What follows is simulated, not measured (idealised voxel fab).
Module name: voxel self aligned vias (process module)
For reference, the cross-section in this document is cut, with width 175 nm and square cells of 5 nm.
Just so we're on the same page, the cross-sections are grids of square cells, and they're listed out in bands top to bottom, each band one or more rows deep.
It is stipulated that each band's entry specify, in nanometres, the height of the top of the band and then that of its bottom, followed by the materials of the band in left-to-right sequence, each together with its width in nanometres. A single material marked by the word "throughout" is understood to fill the band from edge to edge; the word "air" is understood to denote empty space.
Heights are measured from 0, the level below which the as-received wafer is all one material; the lowest band has no bottom and continues downward, written as in "from 0 down".
Width spec "30->40" -> top row of cells at first value, bottom row at second value, equal per-row change in between.
Given "same as before" for a step, no cell of the cross-section differs between before and after that step.
Listed in "Completely enclosed voids": every empty space of 8 or more cells without an open way to the top. Form: width x height at distance, the distance being from the left edge, all in nm.
What comes after the settings on a step's line is commentary from the simulator itself on that step.
For masked steps, "overlay nm" on the step line gives how far right of plan the mask actually lay; a minus sign means it lay to the left.
Steps in the process plan
step 1: RECEIVE,material Si
step 2: CONFORMAL_DEP,material SiO2,thk nm 10
step 3: CONFORMAL_DEP,material SiCN,thk nm 5
step 4: DIRECTIONAL_DEP,material lowk,thk nm 25
step 5: MASKED_ETCH,tone open,mask id LINES,width nm 20,pitch nm 75,etch materials lowk,depth nm 25,overlay nm 0
step 6: CONFORMAL_DEP,material TiN,thk nm 5
step 7: FILL_DEP,material Ru,thk nm 10
step 8: CMP,height nm 40
step 9: SELECTIVE_ETCH,etch materials W Ru TiN,depth nm 10
step 10: FILL_DEP,material SiN,thk nm 10
step 11: CMP,height nm 40
step 12: DIRECTIONAL_DEP,material lowk,thk nm 20
step 13: MASKED_ETCH,tone open,mask id VIAS,width nm 50,etch materials lowk,depth nm 20,overlay nm 0
step 14: MASKED_ETCH,tone open,mask id VIAS,width nm 50,etch materials SiN,depth nm 10,overlay nm 0
step 15: CONFORMAL_DEP,material TiN,thk nm 5
step 16: FILL_DEP,material Cu,thk nm 5
step 17: CMP,height nm 60
step 18: CONFORMAL_DEP,material SiN,thk nm 5
For this document, wafers share an identical start and vary in the step 5 width nm; the plan quotes the first wafer's value.
Incoming state of the first of several wafers in cross-section: after step 1
    from 0 down | Si throughout
    Completely enclosed voids: none
Cross-sectional representation of the first of several wafers at the end of the module, i.e. after its terminal step, step 18
    from 65 to 60 | SiN throughout
    from 60 to 45 | lowk 25 / TiN 5 / Cu 40 / TiN 5 / lowk 100
    from 45 to 40 | lowk 25 / TiN 20 / Cu 10 / TiN 20 / lowk 100
    from 40 to 35 | lowk 40 / TiN 5 / Cu 10 / TiN 5 / lowk 55 / SiN 20 / lowk 40
    from 35 to 30 | lowk 40 / TiN 20 / lowk 55 / SiN 20 / lowk 40
    from 30 to 20 | lowk 40 / TiN 5 / Ru 10 / TiN 5 / lowk 55 / TiN 5 / Ru 10 / TiN 5 / lowk 40
    from 20 to 15 | lowk 40 / TiN 20 / lowk 55 / TiN 20 / lowk 40
    from 15 to 10 | SiCN throughout
    from 10 to 0 | SiO2 throughout
    from 0 down | Si throughout
    Completely enclosed voids: none
Last wafer, end of module, cross-section
    from 65 to 60 | SiN throughout
    from 60 to 45 | lowk 25 / TiN 5 / Cu 40 / TiN 5 / lowk 100
    from 45 to 40 | lowk 25 / TiN 10 / Cu 35 / TiN 5 / lowk 100
    from 40 to 35 | lowk 30 / TiN 5 / Cu 35 / TiN 5 / lowk 30 / SiN 45 / lowk 25
    from 35 to 30 | lowk 30 / TiN 45 / lowk 30 / SiN 45 / lowk 25
    from 30 to 20 | lowk 30 / TiN 5 / Ru 35 / TiN 5 / lowk 30 / TiN 5 / Ru 35 / TiN 5 / lowk 25
    from 20 to 15 | lowk 30 / TiN 45 / lowk 30 / TiN 45 / lowk 25
    from 15 to 10 | SiCN throughout
    from 10 to 0 | SiO2 throughout
    from 0 down | Si throughout
    Completely enclosed voids: none
The following table contains a row per wafer, in which are reported, at the conclusion of the module, the cells of each material gained (+) or lost (-) since the wafer's receipt, with its closed voids given thereafter
width nm 20 | +28 Cu | +8 Ru | +35 SiCN | +43 SiN | +70 SiO2 | +36 TiN | +235 lowk | Completely enclosed voids: none
width nm 25 | +30 Cu | +12 Ru | +35 SiCN | +45 SiN | +70 SiO2 | +38 TiN | +225 lowk | Completely enclosed voids: none
width nm 30 | +32 Cu | +16 Ru | +35 SiCN | +47 SiN | +70 SiO2 | +40 TiN | +215 lowk | Completely enclosed voids: none
width nm 35 | +34 Cu | +20 Ru | +35 SiCN | +49 SiN | +70 SiO2 | +42 TiN | +205 lowk | Completely enclosed voids: none
width nm 40 | +36 Cu | +24 Ru | +35 SiCN | +51 SiN | +70 SiO2 | +44 TiN | +195 lowk | Completely enclosed voids: none
width nm 45 | +38 Cu | +28 Ru | +35 SiCN | +53 SiN | +70 SiO2 | +46 TiN | +185 lowk | Completely enclosed voids: none
